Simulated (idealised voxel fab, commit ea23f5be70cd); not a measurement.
Herein follows the process module entitled voxel capacitor over wiring.
Each square cell in cross-section cut measures 5 nm, and the section as a whole is 270 nm wide.
Cross-sections here: square-cell grids, written as top-down lists of bands, a band being one or more rows of cells.
Quick guide to a band line: top height, bottom height (nm) up front; then every material left to right with its width in nm. Only one material and it's marked "all across"? Then it fills the band edge to edge. And "blank" just means empty space.
Convention: height 0 is the level below which the wafer, as received, is all one material. The lowest band does not terminate at the bottom but continues downward, represented as "from 0 down".
The expression "30 to 40" gives the width at the extremes of the band, the first number at its top row of cells and the second at its bottom row, with the width changing by equal amounts from each row to the next in between.
What does "remained the same" mean for a step? It means no cell of the cross-section changed in that step.
So "Trapped cavities" is basically the list of trapped voids: any empty space of 8 cells or more that can't reach the top through an opening. They're written width x height at distance, the distance being from the left edge, and it's all nm.
Past the settings on a step's line: simulator remark, on that step.
A step line may carry the setting "overlay nm", which, for steps involving a mask, states the distance by which the mask lay to the right of its intended position; negative values denote displacement to the left.
# Process steps (planned)
1. RECEIVE,material Si
2. CONFORMAL_DEP,material SiO2,thk nm 15
3. CONFORMAL_DEP,material SiN,thk nm 5
4. DIRECTIONAL_DEP,material SiO2,thk nm 20
5. DIRECTIONAL_DEP,material aC,thk nm 15
6. PATTERN,tone open,mask id METAL_1,material resist,width nm 30,pitch nm 80,thk nm 35,overlay nm 0
7. DIRECTIONAL_ETCH,etch materials aC,depth nm 15
8. STRIP,etch materials resist
9. DIRECTIONAL_ETCH,etch materials SiO2,depth nm 20
10. DIRECTIONAL_ETCH,etch materials SiN,depth nm 5
11. STRIP,etch materials aC
12. CONFORMAL_DEP,material TiN,thk nm 5
13. FILL_DEP,material Cu,thk nm 5
14. CMP,height nm 40
15. CONFORMAL_DEP,material SiCN,thk nm 5
16. DIRECTIONAL_DEP,material lowk,thk nm 20
17. MASKED_ETCH,tone open,mask id PLUG_1,width nm 15,etch materials lowk,depth nm 20,overlay nm 0
18. MASKED_ETCH,tone open,mask id PLUG_1,width nm 15,etch materials SiCN,depth nm 5,overlay nm 0
19. CONFORMAL_DEP,material TiN,thk nm 5
20. FILL_DEP,material Cu,thk nm 5
21. CMP,height nm 65
22. DIRECTIONAL_DEP,material TiN,thk nm 10
23. DIRECTIONAL_DEP,material HfO2,thk nm 5
24. DIRECTIONAL_DEP,material TiN,thk nm 5
25. PATTERN,tone cover,mask id UPPER_PLATE,material resist,width nm 55,thk nm 15,overlay nm 0
26. DIRECTIONAL_ETCH,etch materials TiN,depth nm 5
27. DIRECTIONAL_ETCH,etch materials HfO2,depth nm 5
28. STRIP,etch materials resist
29. DIRECTIONAL_DEP,material aC,thk nm 10
30. PATTERN,tone cover,mask id LOWER_PLATE,material resist,width nm 65,thk nm 25,overlay nm 0
31. DIRECTIONAL_ETCH,etch materials aC,depth nm 10
32. STRIP,etch materials resist
33. DIRECTIONAL_ETCH,etch materials TiN,depth nm 10
34. STRIP,etch materials aC
35. FILL_DEP,material SiO2,thk nm 15
36. CMP,height nm 95
37. DIRECTIONAL_DEP,material aC,thk nm 10
38. PATTERN,tone open,mask id PLUG_2,material resist,width nm 15,thk nm 30,overlay nm 0
39. DIRECTIONAL_ETCH,etch materials aC,depth nm 10
40. STRIP,etch materials resist
41. DIRECTIONAL_ETCH,etch materials SiO2,depth nm 10
42. STRIP,etch materials aC
43. CONFORMAL_DEP,material TiN,thk nm 5
44. FILL_DEP,material Ru,thk nm 5
45. CMP,height nm 95
46. CONFORMAL_DEP,material SiN,thk nm 5
# Account of the first of two wafers, which was processed as intended
# Cross-section of the wafer as it came to us, i.e., already through step 1
* from 0 down = Si all across
* Trapped cavities: none
# Cross-section of the wafer after step 2
* from 15 to 0 = SiO2 all across
* Note: structure below 0 unchanged.
# Cross-section of the wafer after step 3
* from 20 to 15 = SiN all across
* Note: structure below 15 unchanged.
# Cross-section of the wafer after step 4
* from 40 to 20 = SiO2 all across
* Note: structure below 20 unchanged.
# Cross-section of the wafer after step 5
* from 55 to 40 = aC all across
* Note: structure below 40 unchanged.
# Cross-section of the wafer after step 6
* from 90 to 55 = resist 80 / blank 30 / resist 50 / blank 30 / resist 80
* Note: structure below 55 unchanged.
# Cross-section of the wafer after step 7
* from 75 to 55 = resist 80 / blank 30 / resist 50 / blank 30 / resist 80
* from 55 to 40 = aC 80 / blank 30 / aC 50 / blank 30 / aC 80
* Note: structure below 40 unchanged.
# Cross-section of the wafer after step 8
* from 55 to 40 = aC 80 / blank 30 / aC 50 / blank 30 / aC 80
* Note: structure below 40 unchanged.
# Cross-section of the wafer after step 9
* from 55 to 40 = aC 80 / blank 30 / aC 50 / blank 30 / aC 80
* from 40 to 20 = SiO2 80 / blank 30 / SiO2 50 / blank 30 / SiO2 80
* Note: structure below 20 unchanged.
# Cross-section of the wafer after step 10
* from 55 to 40 = aC 80 / blank 30 / aC 50 / blank 30 / aC 80
* from 40 to 20 = SiO2 80 / blank 30 / SiO2 50 / blank 30 / SiO2 80
* from 20 to 15 = SiN 80 / blank 30 / SiN 50 / blank 30 / SiN 80
* Note: structure below 15 unchanged.
# Cross-section of the wafer after step 11
* from 40 to 20 = SiO2 80 / blank 30 / SiO2 50 / blank 30 / SiO2 80
* Note: structure below 20 unchanged.
# Cross-section of the wafer after step 12
* from 45 to 40 = TiN 85 / blank 20 / TiN 60 / blank 20 / TiN 85
* from 40 to 20 = SiO2 80 / TiN 5 / blank 20 / TiN 5 / SiO2 50 / TiN 5 / blank 20 / TiN 5 / SiO2 80
* from 20 to 15 = SiN 80 / TiN 30 / SiN 50 / TiN 30 / SiN 80
* Note: structure below 15 unchanged.
# Cross-section of the wafer after step 13
* from 50 to 45 = Cu all across
* from 45 to 40 = TiN 85 / Cu 20 / TiN 60 / Cu 20 / TiN 85
* from 40 to 20 = SiO2 80 / TiN 5 / Cu 20 / TiN 5 / SiO2 50 / TiN 5 / Cu 20 / TiN 5 / SiO2 80
* Note: structure below 20 unchanged.
# Cross-section of the wafer after step 14
* from 40 to 20 = SiO2 80 / TiN 5 / Cu 20 / TiN 5 / SiO2 50 / TiN 5 / Cu 20 / TiN 5 / SiO2 80
* Note: structure below 20 unchanged.
# Cross-section of the wafer after step 15
* from 45 to 40 = SiCN all across
* Note: structure below 40 unchanged.
# Cross-section of the wafer after step 16
* from 65 to 45 = lowk all across
* Note: structure below 45 unchanged.
# Cross-section of the wafer after step 17
* from 65 to 45 = lowk 95 / blank 15 / lowk 160
* Note: structure below 45 unchanged.
# Cross-section of the wafer after step 18
* from 65 to 45 = lowk 95 / blank 15 / lowk 160
* from 45 to 40 = SiCN 95 / blank 15 / SiCN 160
* Note: structure below 40 unchanged.
# Cross-section of the wafer after step 19
* from 70 to 65 = TiN 100 / blank 5 / TiN 165
* from 65 to 45 = lowk 95 / TiN 5 / blank 5 / TiN 5 / lowk 160
* from 45 to 40 = SiCN 95 / TiN 15 / SiCN 160
* Note: structure below 40 unchanged.
# Cross-section of the wafer after step 20
* from 75 to 70 = Cu all across
* from 70 to 65 = TiN 100 / Cu 5 / TiN 165
* from 65 to 45 = lowk 95 / TiN 5 / Cu 5 / TiN 5 / lowk 160
* Note: structure below 45 unchanged.
# Cross-section of the wafer after step 21
* from 65 to 45 = lowk 95 / TiN 5 / Cu 5 / TiN 5 / lowk 160
* Note: structure below 45 unchanged.
# Cross-section of the wafer after step 22
* from 75 to 65 = TiN all across
* Note: structure below 65 unchanged.
# Cross-section of the wafer after step 23
* from 80 to 75 = HfO2 all across
* Note: structure below 75 unchanged.
# Cross-section of the wafer after step 24
* from 85 to 80 = TiN all across
* Note: structure below 80 unchanged.
# Cross-section of the wafer after step 25
* from 100 to 85 = blank 95 / resist 55 / blank 120
* Note: structure below 85 unchanged.
# Cross-section of the wafer after step 26
* from 100 to 85 = blank 95 / resist 55 / blank 120
* from 85 to 80 = blank 95 / TiN 55 / blank 120
* Note: structure below 80 unchanged.
# Cross-section of the wafer after step 27
* from 100 to 85 = blank 95 / resist 55 / blank 120
* from 85 to 80 = blank 95 / TiN 55 / blank 120
* from 80 to 75 = blank 95 / HfO2 55 / blank 120
* Note: structure below 75 unchanged.
# Cross-section of the wafer after step 28
* from 85 to 80 = blank 95 / TiN 55 / blank 120
* Note: structure below 80 unchanged.
# Cross-section of the wafer after step 29
* from 95 to 85 = blank 95 / aC 55 / blank 120
* from 85 to 80 = aC 95 / TiN 55 / aC 120
* from 80 to 75 = aC 95 / HfO2 55 / aC 120
* Note: structure below 75 unchanged.
# Cross-section of the wafer after step 30
* from 120 to 95 = blank 90 / resist 65 / blank 115
* from 95 to 85 = blank 90 / resist 5 / aC 55 / resist 5 / blank 115
* Note: structure below 85 unchanged.
# Cross-section of the wafer after step 31
* from 110 to 95 = blank 90 / resist 65 / blank 115
* from 95 to 85 = blank 90 / resist 5 / aC 55 / resist 5 / blank 115
* from 85 to 80 = blank 90 / aC 5 / TiN 55 / aC 5 / blank 115
* from 80 to 75 = blank 90 / aC 5 / HfO2 55 / aC 5 / blank 115
* Note: structure below 75 unchanged.
# Cross-section of the wafer after step 32
* from 95 to 85 = blank 95 / aC 55 / blank 120
* Note: structure below 85 unchanged.
# Cross-section of the wafer after step 33
* from 95 to 85 = blank 95 / aC 55 / blank 120
* from 85 to 80 = blank 90 / aC 5 / TiN 55 / aC 5 / blank 115
* from 80 to 75 = blank 90 / aC 5 / HfO2 55 / aC 5 / blank 115
* from 75 to 65 = blank 90 / TiN 65 / blank 115
* Note: structure below 65 unchanged.
# Cross-section of the wafer after step 34
* from 85 to 80 = blank 95 / TiN 55 / blank 120
* from 80 to 75 = blank 95 / HfO2 55 / blank 120
* Note: structure below 75 unchanged.
# Cross-section of the wafer after step 35
* from 100 to 85 = SiO2 all across
* from 85 to 80 = SiO2 95 / TiN 55 / SiO2 120
* from 80 to 75 = SiO2 95 / HfO2 55 / SiO2 120
* from 75 to 65 = SiO2 90 / TiN 65 / SiO2 115
* Note: structure below 65 unchanged.
# Cross-section of the wafer after step 36
* from 95 to 85 = SiO2 all across
* Note: structure below 85 unchanged.
# Cross-section of the wafer after step 37
* from 105 to 95 = aC all across
* Note: structure below 95 unchanged.
# Cross-section of the wafer after step 38
* from 135 to 105 = resist 105 / blank 15 / resist 150
* Note: structure below 105 unchanged.
# Cross-section of the wafer after step 39
* from 125 to 105 = resist 105 / blank 15 / resist 150
* from 105 to 95 = aC 105 / blank 15 / aC 150
* Note: structure below 95 unchanged.
# Cross-section of the wafer after step 40
* from 105 to 95 = aC 105 / blank 15 / aC 150
* Note: structure below 95 unchanged.
# Cross-section of the wafer after step 41
* from 105 to 95 = aC 105 / blank 15 / aC 150
* from 95 to 85 = SiO2 105 / blank 15 / SiO2 150
* Note: structure below 85 unchanged.
# Cross-section of the wafer after step 42
* from 95 to 85 = SiO2 105 / blank 15 / SiO2 150
* Note: structure below 85 unchanged.
# Cross-section of the wafer after step 43
* from 100 to 95 = TiN 110 / blank 5 / TiN 155
* from 95 to 90 = SiO2 105 / TiN 5 / blank 5 / TiN 5 / SiO2 150
* from 90 to 80 = SiO2 105 to 95 / TiN 15 to 55 / SiO2 150 to 120
* Note: structure below 80 unchanged.
# Cross-section of the wafer after step 44
* from 105 to 100 = Ru all across
* from 100 to 95 = TiN 110 / Ru 5 / TiN 155
* from 95 to 90 = SiO2 105 / TiN 5 / Ru 5 / TiN 5 / SiO2 150
* Note: structure below 90 unchanged.
# Cross-section of the wafer after step 45
* from 95 to 90 = SiO2 105 / TiN 5 / Ru 5 / TiN 5 / SiO2 150
* Note: structure below 90 unchanged.
# Cross-section of the wafer after step 46
* from 100 to 95 = SiN all across
* Note: structure below 95 unchanged.
# The second wafer was prepared from the same starting point and under the same plan as the first; its processing contained one mistake, and it remains indistinguishable from the first wafer up to and including step 12
# Cross-section of the second wafer corresponding to the planned conclusion of step 13
* from 50 to 45 = SiCN all across
* from 45 to 40 = TiN 85 / SiCN 20 / TiN 60 / SiCN 20 / TiN 85
* from 40 to 20 = SiO2 80 / TiN 5 / SiCN 20 / TiN 5 / SiO2 50 / TiN 5 / SiCN 20 / TiN 5 / SiO2 80
* Note: structure below 20 unchanged.
# Cross-section of the second wafer corresponding to the planned conclusion of step 14
* from 40 to 20 = SiO2 80 / TiN 5 / SiCN 20 / TiN 5 / SiO2 50 / TiN 5 / SiCN 20 / TiN 5 / SiO2 80
* Note: structure below 20 unchanged.
# Cross-section of the second wafer corresponding to the planned conclusion of step 15
* from 45 to 40 = SiCN all across
* Note: structure below 40 unchanged.
# Cross-section of the second wafer corresponding to the planned conclusion of step 16
* from 65 to 45 = lowk all across
* Note: structure below 45 unchanged.
# Cross-section of the second wafer corresponding to the planned conclusion of step 17
* from 65 to 45 = lowk 95 / blank 15 / lowk 160
* Note: structure below 45 unchanged.
# Cross-section of the second wafer corresponding to the planned conclusion of step 18
* from 65 to 45 = lowk 95 / blank 15 / lowk 160
* from 45 to 40 = SiCN 95 / blank 15 / SiCN 160
* Note: structure below 40 unchanged.
# Cross-section of the second wafer corresponding to the planned conclusion of step 19
* from 70 to 65 = TiN 100 / blank 5 / TiN 165
* from 65 to 45 = lowk 95 / TiN 5 / blank 5 / TiN 5 / lowk 160
* from 45 to 40 = SiCN 95 / TiN 15 / SiCN 160
* Note: structure below 40 unchanged.
# Cross-section of the second wafer corresponding to the planned conclusion of step 20
* from 75 to 70 = Cu all across
* from 70 to 65 = TiN 100 / Cu 5 / TiN 165
* from 65 to 45 = lowk 95 / TiN 5 / Cu 5 / TiN 5 / lowk 160
* Note: structure below 45 unchanged.
# Cross-section of the second wafer corresponding to the planned conclusion of step 21
* from 65 to 45 = lowk 95 / TiN 5 / Cu 5 / TiN 5 / lowk 160
* Note: structure below 45 unchanged.
# Cross-section of the second wafer corresponding to the planned conclusion of step 22
* from 75 to 65 = TiN all across
* Note: structure below 65 unchanged.
# Cross-section of the second wafer corresponding to the planned conclusion of step 23
* from 80 to 75 = HfO2 all across
* Note: structure below 75 unchanged.
# Cross-section of the second wafer corresponding to the planned conclusion of step 24
* from 85 to 80 = TiN all across
* Note: structure below 80 unchanged.
# Cross-section of the second wafer corresponding to the planned conclusion of step 25
* from 100 to 85 = blank 95 / resist 55 / blank 120
* Note: structure below 85 unchanged.
# Cross-section of the second wafer corresponding to the planned conclusion of step 26
* from 100 to 85 = blank 95 / resist 55 / blank 120
* from 85 to 80 = blank 95 / TiN 55 / blank 120
* Note: structure below 80 unchanged.
# Cross-section of the second wafer corresponding to the planned conclusion of step 27
* from 100 to 85 = blank 95 / resist 55 / blank 120
* from 85 to 80 = blank 95 / TiN 55 / blank 120
* from 80 to 75 = blank 95 / HfO2 55 / blank 120
* Note: structure below 75 unchanged.
# Cross-section of the second wafer corresponding to the planned conclusion of step 28
* from 85 to 80 = blank 95 / TiN 55 / blank 120
* Note: structure below 80 unchanged.
# Cross-section of the second wafer corresponding to the planned conclusion of step 29
* from 95 to 85 = blank 95 / aC 55 / blank 120
* from 85 to 80 = aC 95 / TiN 55 / aC 120
* from 80 to 75 = aC 95 / HfO2 55 / aC 120
* Note: structure below 75 unchanged.
# Cross-section of the second wafer corresponding to the planned conclusion of step 30
* from 120 to 95 = blank 90 / resist 65 / blank 115
* from 95 to 85 = blank 90 / resist 5 / aC 55 / resist 5 / blank 115
* Note: structure below 85 unchanged.
# Cross-section of the second wafer corresponding to the planned conclusion of step 31
* from 110 to 95 = blank 90 / resist 65 / blank 115
* from 95 to 85 = blank 90 / resist 5 / aC 55 / resist 5 / blank 115
* from 85 to 80 = blank 90 / aC 5 / TiN 55 / aC 5 / blank 115
* from 80 to 75 = blank 90 / aC 5 / HfO2 55 / aC 5 / blank 115
* Note: structure below 75 unchanged.
# Cross-section of the second wafer corresponding to the planned conclusion of step 32
* from 95 to 85 = blank 95 / aC 55 / blank 120
* Note: structure below 85 unchanged.
# Cross-section of the second wafer corresponding to the planned conclusion of step 33
* from 95 to 85 = blank 95 / aC 55 / blank 120
* from 85 to 80 = blank 90 / aC 5 / TiN 55 / aC 5 / blank 115
* from 80 to 75 = blank 90 / aC 5 / HfO2 55 / aC 5 / blank 115
* from 75 to 65 = blank 90 / TiN 65 / blank 115
* Note: structure below 65 unchanged.
# Cross-section of the second wafer corresponding to the planned conclusion of step 34
* from 85 to 80 = blank 95 / TiN 55 / blank 120
* from 80 to 75 = blank 95 / HfO2 55 / blank 120
* Note: structure below 75 unchanged.
# Cross-section of the second wafer corresponding to the planned conclusion of step 35
* from 100 to 85 = SiO2 all across
* from 85 to 80 = SiO2 95 / TiN 55 / SiO2 120
* from 80 to 75 = SiO2 95 / HfO2 55 / SiO2 120
* from 75 to 65 = SiO2 90 / TiN 65 / SiO2 115
* Note: structure below 65 unchanged.
# Cross-section of the second wafer corresponding to the planned conclusion of step 36
* from 95 to 85 = SiO2 all across
* Note: structure below 85 unchanged.
# Cross-section of the second wafer corresponding to the planned conclusion of step 37
* from 105 to 95 = aC all across
* Note: structure below 95 unchanged.
# Cross-section of the second wafer corresponding to the planned conclusion of step 38
* from 135 to 105 = resist 105 / blank 15 / resist 150
* Note: structure below 105 unchanged.
# Cross-section of the second wafer corresponding to the planned conclusion of step 39
* from 125 to 105 = resist 105 / blank 15 / resist 150
* from 105 to 95 = aC 105 / blank 15 / aC 150
* Note: structure below 95 unchanged.
# Cross-section of the second wafer corresponding to the planned conclusion of step 40
* from 105 to 95 = aC 105 / blank 15 / aC 150
* Note: structure below 95 unchanged.
# Cross-section of the second wafer corresponding to the planned conclusion of step 41
* from 105 to 95 = aC 105 / blank 15 / aC 150
* from 95 to 85 = SiO2 105 / blank 15 / SiO2 150
* Note: structure below 85 unchanged.
# Cross-section of the second wafer corresponding to the planned conclusion of step 42
* from 95 to 85 = SiO2 105 / blank 15 / SiO2 150
* Note: structure below 85 unchanged.
# Cross-section of the second wafer corresponding to the planned conclusion of step 43
* from 100 to 95 = TiN 110 / blank 5 / TiN 155
* from 95 to 90 = SiO2 105 / TiN 5 / blank 5 / TiN 5 / SiO2 150
* from 90 to 80 = SiO2 105 to 95 / TiN 15 to 55 / SiO2 150 to 120
* Note: structure below 80 unchanged.
# Cross-section of the second wafer corresponding to the planned conclusion of step 44
* from 105 to 100 = Ru all across
* from 100 to 95 = TiN 110 / Ru 5 / TiN 155
* from 95 to 90 = SiO2 105 / TiN 5 / Ru 5 / TiN 5 / SiO2 150
* Note: structure below 90 unchanged.
# Cross-section of the second wafer corresponding to the planned conclusion of step 45
* from 95 to 90 = SiO2 105 / TiN 5 / Ru 5 / TiN 5 / SiO2 150
* Note: structure below 90 unchanged.
# Cross-section of the second wafer corresponding to the planned conclusion of step 46
* from 100 to 95 = SiN all across
* Note: structure below 95 unchanged.
Short version of what went wrong: step 13: run off-plan, actual operation and settings FILL_DEP,material SiCN,thk nm 5
Cell-count delta at end, second wafer over first, by material: Cu: 32 fewer, SiCN: 32 more
